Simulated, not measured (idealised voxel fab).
Process module name: voxel released beams
The cross-section shown here is cut; it is 250 nm wide and divided into square cells measuring 5 nm on a side.
A cross-section in this document is a grid of square cells, and it is written down as bands, the top band listed before the ones below it; a band is made up of one or more rows of cells.
Heights first: top, then bottom, in nm. Then materials, left to right, each with a width in nm. "all across" on a single material: fills the band edge to edge. "air": empty space.
Counting heights begins at 0, where everything beneath is, in the wafer as received, one material. The lowest band has no bottom; it goes on downwards, as "z 0 and below" shows.
The notation "30..40" denotes a width that varies across the rows of cells in the band, beginning at the first number in the top row, finishing at the second number in the bottom row, and changing by an identical amount from each row to the next.
It should be understood that the words "left unchanged", when stated for a given step, signify that the cross-section underwent no change in any of its cells during that step.
The entry titled "Fully sealed cavities" provides the empty spaces that have no open way to the top, restricted to those of 8 cells or more. Each is presented as width x height at distance, the distance being measured from the left edge, with all three in nm.
Read whatever lies past the settings on a step's line as the simulator's own remark about the step.
The "overlay nm" setting may appear on a step's line; for a step that uses a mask, it gives how far to the right of its planned position the mask lay, and a negative value indicates the left.
This section lists the process steps that were planned
- 1: RECEIVE,material Si
- 2: CONFORMAL_DEP,material SiN,thk nm 5
- 3: DIRECTIONAL_DEP,material SiO2,thk nm 10
- 4: MASKED_ETCH,tone open,mask id ANCHOR,width nm 40,etch materials SiO2,depth nm 10,overlay nm 0
- 5: CONFORMAL_DEP,material polySi,thk nm 15
- 6: DIRECTIONAL_DEP,material aC,thk nm 10
- 7: PATTERN,tone cover,mask id BEAM,material resist,width nm 115,thk nm 25,overlay nm 0
- 8: DIRECTIONAL_ETCH,etch materials aC,depth nm 10
- 9: STRIP,etch materials resist
- 10: DIRECTIONAL_ETCH,etch materials polySi,depth nm 15
- 11: STRIP,etch materials aC
- 12: STRIP,etch materials SiO2
As received (post step 1): cross-section
	z 0 and below: Si all across
	Fully sealed cavities: none
First of two wafers at the end of the module, shown in cross-section; run carried out as planned
	z 30 to 20: air (65), polySi (20), air (10), polySi (85), air (70)
	z 20 to 15: air (65), polySi (115), air (70)
	z 15 to 5: air (70), polySi (40), air (140)
	z 5 to 0: SiN all across
	z 0 and below: Si all across
	Fully sealed cavities: none
So this is wafer number two of the two, cut at the end of the module - it started where the first did and had the same plan, we just got one thing wrong running it
	z 30 to 15: air (65), polySi (115), air (70)
	z 15 to 10: SiN all across
	z 10 to 0: SiO2 all across
	z 0 and below: Si all across
	Fully sealed cavities: none
Diagnosis: it was found that steps 2 and 3 of the process plan had been performed in exchanged positions
Per the end-of-run cell counts, the second wafer holds more or fewer of some materials than the first: 100 more of SiO2; 12 fewer of polySi
